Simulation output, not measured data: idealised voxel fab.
The following is a process module called voxel capacitor over wiring.
This is section cut - it's 225 nm across, gridded in 5 nm square cells.
How to read a cross-section here: the picture is a grid of square cells, written as bands going from the top down, and any band can span one or more rows of cells.
It is stipulated that each band's entry specify, in nanometres, the height of the top of the band and then that of its bottom, followed by the materials of the band in left-to-right sequence, each together with its width in nanometres. A single material marked by the word "full width" is understood to fill the band from edge to edge; the word "empty" is understood to denote empty space.
Beneath 0, the wafer as received is one material, and that level is where height counting begins. The lowest band goes on downward without a bottom; it is written like "0..down".
You'd read "30->40" like this: the band's top row of cells is as wide as the first number, its bottom row is as wide as the second, and going down, every row changes width by the same amount as the row before did.
"nothing altered" means the step left every cell of the cross-section as it was.
Enclosed voids (no open way to top), threshold 8 cells or more, entry "Voids, fully enclosed", notation width x height at distance, distance from left edge, nm.
Where a step's line continues beyond its settings, the continuation is a remark by the simulator itself on that step.
A step's line can hold "overlay nm"; with a mask on that step, the setting says how far right of the planned place the mask lay, while a negative setting says it lay to the left.
[plan]
1. RECEIVE | material Si
2. CONFORMAL_DEP | material SiO2 | thk nm 10
3. CONFORMAL_DEP | material SiN | thk nm 5
4. DIRECTIONAL_DEP | material lowk | thk nm 25
5. DIRECTIONAL_DEP | material aC | thk nm 15
6. PATTERN | tone open | mask id METAL_1 | material resist | width nm 25 | pitch nm 80 | thk nm 30 | overlay nm 0
7. DIRECTIONAL_ETCH | etch materials aC | depth nm 15
8. STRIP | etch materials resist
9. DIRECTIONAL_ETCH | etch materials lowk | depth nm 25
10. DIRECTIONAL_ETCH | etch materials SiN | depth nm 5
11. STRIP | etch materials aC
12. CONFORMAL_DEP | material TiN | thk nm 5
13. FILL_DEP | material Ru | thk nm 5
14. CMP | height nm 40
15. EPI | material Ru | thk nm 5
16. FILL_DEP | material SiCN | thk nm 5
17. DIRECTIONAL_DEP | material lowk | thk nm 20
18. DIRECTIONAL_DEP | material aC | thk nm 10
19. PATTERN | tone open | mask id PLUG_1 | material resist | width nm 15 | thk nm 25 | overlay nm 0
20. DIRECTIONAL_ETCH | etch materials aC | depth nm 10
21. STRIP | etch materials resist
22. DIRECTIONAL_ETCH | etch materials lowk | depth nm 20
23. DIRECTIONAL_ETCH | etch materials SiCN | depth nm 5
24. STRIP | etch materials aC
25. EPI | material Ru | thk nm 10
26. EPI | material Ru | thk nm 10
27. EPI | material Ru | thk nm 5
28. DIRECTIONAL_DEP | material TiN | thk nm 10
29. DIRECTIONAL_DEP | material HfO2 | thk nm 5
30. DIRECTIONAL_DEP | material TiN | thk nm 10
31. MASKED_ETCH | tone cover | mask id UPPER_PLATE | width nm 60 | etch materials TiN | depth nm 10 | overlay nm 0
32. MASKED_ETCH | tone cover | mask id UPPER_PLATE | width nm 60 | etch materials HfO2 | depth nm 5 | overlay nm 0
33. MASKED_ETCH | tone cover | mask id LOWER_PLATE | width nm 70 | etch materials TiN | depth nm 10 | overlay nm 0
34. FILL_DEP | material SiO2 | thk nm 15
35. CMP | height nm 105
36. MASKED_ETCH | tone open | mask id PLUG_2 | width nm 15 | etch materials SiO2 | depth nm 10 | overlay nm 0
37. CONFORMAL_DEP | material TiN | thk nm 5
38. FILL_DEP | material W | thk nm 10
39. CMP | height nm 105
40. CONFORMAL_DEP | material SiCN | thk nm 5
[Cross-section, incoming material, after step 1]
- 0..down | Si full width
- Voids, fully enclosed: none
[First wafer of two, sectioned at end of module; run went per plan]
- 110..105 | SiCN full width
- 105..100 | SiO2 80, then TiN 5, then W 5, then TiN 5, then SiO2 130
- 100..95 | SiO2 80, then TiN 15, then SiO2 130
- 95..85 | SiO2 70, then TiN 60, then SiO2 95
- 85..80 | SiO2 70, then HfO2 60, then SiO2 95
- 80..70 | SiO2 65, then TiN 70, then SiO2 90
- 70..50 | lowk 70, then Ru 15, then lowk 140
- 50..45 | SiCN 70, then Ru 15, then SiCN 140
- 45..40 | SiCN 55, then Ru 35, then SiCN 45, then Ru 35, then SiCN 55
- 40..15 | lowk 60, then TiN 5, then Ru 15, then TiN 5, then lowk 55, then TiN 5, then Ru 15, then TiN 5, then lowk 60
- 15..10 | SiN 60, then TiN 25, then SiN 55, then TiN 25, then SiN 60
- 10..0 | SiO2 full width
- 0..down | Si full width
- Voids, fully enclosed: none
[Same start, same plan as the first wafer - but one mistake in the run. Cross-section of the second of the two at the end of the module]
- 110..105 | SiCN full width
- 105..100 | SiO2 80, then TiN 5, then W 5, then TiN 5, then SiO2 130
- 100..95 | SiO2 80, then TiN 15, then SiO2 130
- 95..85 | SiO2 70, then TiN 60, then SiO2 95
- 85..80 | SiO2 70, then HfO2 60, then SiO2 95
- 80..70 | SiO2 65, then TiN 70, then SiO2 90
- 70..50 | lowk 70, then Ru 20, then lowk 135
- 50..45 | SiCN 70, then Ru 20, then SiCN 135
- 45..40 | SiCN 55, then Ru 35, then SiCN 45, then Ru 35, then SiCN 55
- 40..15 | lowk 60, then TiN 5, then Ru 15, then TiN 5, then lowk 55, then TiN 5, then Ru 15, then TiN 5, then lowk 60
- 15..10 | SiN 60, then TiN 25, then SiN 55, then TiN 25, then SiN 60
- 10..0 | SiO2 full width
- 0..down | Si full width
- Voids, fully enclosed: none
What broke from the plan during processing? the process deviated at step 19: the operation and settings actually run there were PATTERN | tone open | mask id PLUG_1 | material resist | width nm 20 | thk nm 25 | overlay nm 0
The second wafer ends with more or fewer cells of some materials than the first, per final count: +5 Ru; -1 SiCN; -4 lowk
